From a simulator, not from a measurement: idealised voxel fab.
Proc. module: voxel fin reveal
Cross-section cut spans 265 nm and uses square cells 5 nm in size.
Cross-section = grid of square cells, listed top down in bands; band = one or more rows. A band entry consists of two parts. The first gives the height of the band's top and the height of its bottom, in nm. The rest lists the band's materials from left to right, each with its width in nm. A single material labelled with the word "everywhere" fills the band from edge to edge, and the word "blank" marks empty space. It should be noted that heights are counted from 0, beneath which the wafer as supplied is of one material throughout, and that the lowest band possesses no lower boundary but continues downward, as written in "0..down". Read "30->40" as a graded width: first number on top, second number at the bottom, same change between each pair of neighbouring rows. "no change occurred" (step): cross-section cells unchanged, all of them. "Sealed internal cavities" - sealed voids, min. 8 cells, no opening to top; format: width x height at distance (distance from left edge; nm throughout). What comes after the settings on a step's line is commentary from the simulator itself on that step. Each step line may optionally specify "overlay nm", which for a step with a mask gives the rightward distance between the mask's planned place and where it lay, a negative value indicating the leftward direction.

List of planned process steps
1. RECEIVE: material Si
2. CONFORMAL_DEP: material SiN, thk nm 10
3. DIRECTIONAL_DEP: material aC, thk nm 15
4. PATTERN: tone cover, mask id FINS, material resist, width nm 15, pitch nm 40, thk nm 35, overlay nm 0
5. DIRECTIONAL_ETCH: etch materials aC, depth nm 15
6. STRIP: etch materials resist
7. DIRECTIONAL_ETCH: etch materials SiN, depth nm 10
8. DIRECTIONAL_ETCH: etch materials Si, depth nm 30
9. STRIP: etch materials aC
10. OXIDIZE: depth nm 5
11. FILL_DEP: material SiO2, thk nm 10
12. CMP: height nm 10
13. SELECTIVE_ETCH: etch materials SiO2, depth nm 30
14. STRIP: etch materials SiN
15. CONFORMAL_DEP: material SiO2, thk nm 5

Cross-section of the wafer upon arrival, representing the state reached after step 1
- 0..down: Si everywhere
- Sealed internal cavities: none

Wafer cross-section at end of module: start and plan as shown above, one execution error
- 5..0: 85 blank  15 SiO2  25 blank  15 SiO2  25 blank  15 SiO2  85 blank
- 0..-15: 85 blank  5 SiO2  5 Si  5 SiO2  25 blank  5 SiO2  5 Si  5 SiO2  25 blank  5 SiO2  5 Si  5 SiO2  85 blank
- -15..-25: 60 SiO2  25 blank  5 SiO2  5 Si  5 SiO2  25 blank  5 SiO2  5 Si  5 SiO2  25 blank  5 SiO2  5 Si  5 SiO2  25 blank  60 SiO2
- -25..-35: 90 SiO2  5 Si  35 SiO2  5 Si  35 SiO2  5 Si  90 SiO2
- -35..down: Si everywhere
- Sealed internal cavities: none
Heads up, the wafer didn't run the way we planned it: steps 13 and 14 were swapped
